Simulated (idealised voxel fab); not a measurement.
voxel air gaps: a process module
Pictured: cross-section cut, 250 nm wide, on a grid of 5 nm square cells.
Cross-sections here: square-cell grids, written as top-down lists of bands, a band being one or more rows of cells. A band entry consists of two parts. The first gives the height of the band's top and the height of its bottom, in nm. The rest lists the band's materials from left to right, each with its width in nm. A single material labelled with the word "full width" fills the band from edge to edge, and the word "empty" marks empty space. It should be noted that heights are counted from 0, beneath which the wafer as supplied is of one material throughout, and that the lowest band possesses no lower boundary but continues downward, as written in "top 0, no bottom". Read "30->40" as a graded width: first number on top, second number at the bottom, same change between each pair of neighbouring rows. Any step labelled "no change" changed none of the cells in the cross-section. Reported under the label "Closed empty spaces" are the empty spaces having no open way to the top and comprising 8 cells or more; the notation for each is width x height at distance, in which the distance is measured from the left edge and all three values are in nm. after a step's settings: what the simulator itself notes on the step. Among the settings permitted on a step's line is "overlay nm"; applied to a step with a mask, it specifies the extent to which the mask lay to the right of its planned position, whereas a negative figure signifies a position to the left.

Process steps foreseen in the plan:
1,RECEIVE, material Si
2,CONFORMAL_DEP, material SiO2, thk nm 15
3,CONFORMAL_DEP, material SiN, thk nm 5
4,DIRECTIONAL_DEP, material SiO2, thk nm 35
5,MASKED_ETCH, tone open, mask id LINES, width nm 25, pitch nm 55, etch materials SiO2, depth nm 35, overlay nm 0
6,CONFORMAL_DEP, material TiN, thk nm 5
7,FILL_DEP, material Cu, thk nm 5
8,CMP, height nm 55
9,EPI, material Ru, thk nm 10
10,SELECTIVE_ETCH, etch materials SiO2, depth nm 45
11,CONFORMAL_DEP, material SiCN, thk nm 5

Wafer at receipt (post step 1), cross-section:
- top 0, no bottom: Si full width
- Closed empty spaces: none

Look at the cross-section after the module: the wafer started out the way shown above and the plan was the one shown above, yet one mistake was made along the way:
- top 70, bottom 65: empty 45 / SiCN 50 / empty 5 / SiCN 50 / empty 5 / SiCN 50 / empty 45
- top 65, bottom 55: empty 45 / SiCN 5 / Ru 40 / SiCN 5 / empty 5 / SiCN 5 / Ru 40 / SiCN 5 / empty 5 / SiCN 5 / Ru 40 / SiCN 5 / empty 45
- top 55, bottom 50: empty 45 / SiCN 15 / TiN 5 / Cu 10 / TiN 5 / SiCN 15 / empty 5 / SiCN 15 / TiN 5 / Cu 10 / TiN 5 / SiCN 15 / empty 5 / SiCN 15 / TiN 5 / Cu 10 / TiN 5 / SiCN 15 / empty 45
- top 50, bottom 25: empty 55 / SiCN 5 / TiN 5 / Cu 10 / TiN 5 / SiCN 5 / empty 25 / SiCN 5 / TiN 5 / Cu 10 / TiN 5 / SiCN 5 / empty 25 / SiCN 5 / TiN 5 / Cu 10 / TiN 5 / SiCN 5 / empty 55
- top 25, bottom 20: SiCN 60 / TiN 20 / SiCN 35 / TiN 20 / SiCN 35 / TiN 20 / SiCN 60
- top 20, bottom 15: SiN full width
- top 15, bottom 0: SiO2 full width
- top 0, no bottom: Si full width
- Closed empty spaces: none
Error vs. plan: step 5: run off-plan, actual operation and settings MASKED_ETCH, tone open, mask id LINES, width nm 20, pitch nm 55, etch materials SiO2, depth nm 35, overlay nm 0
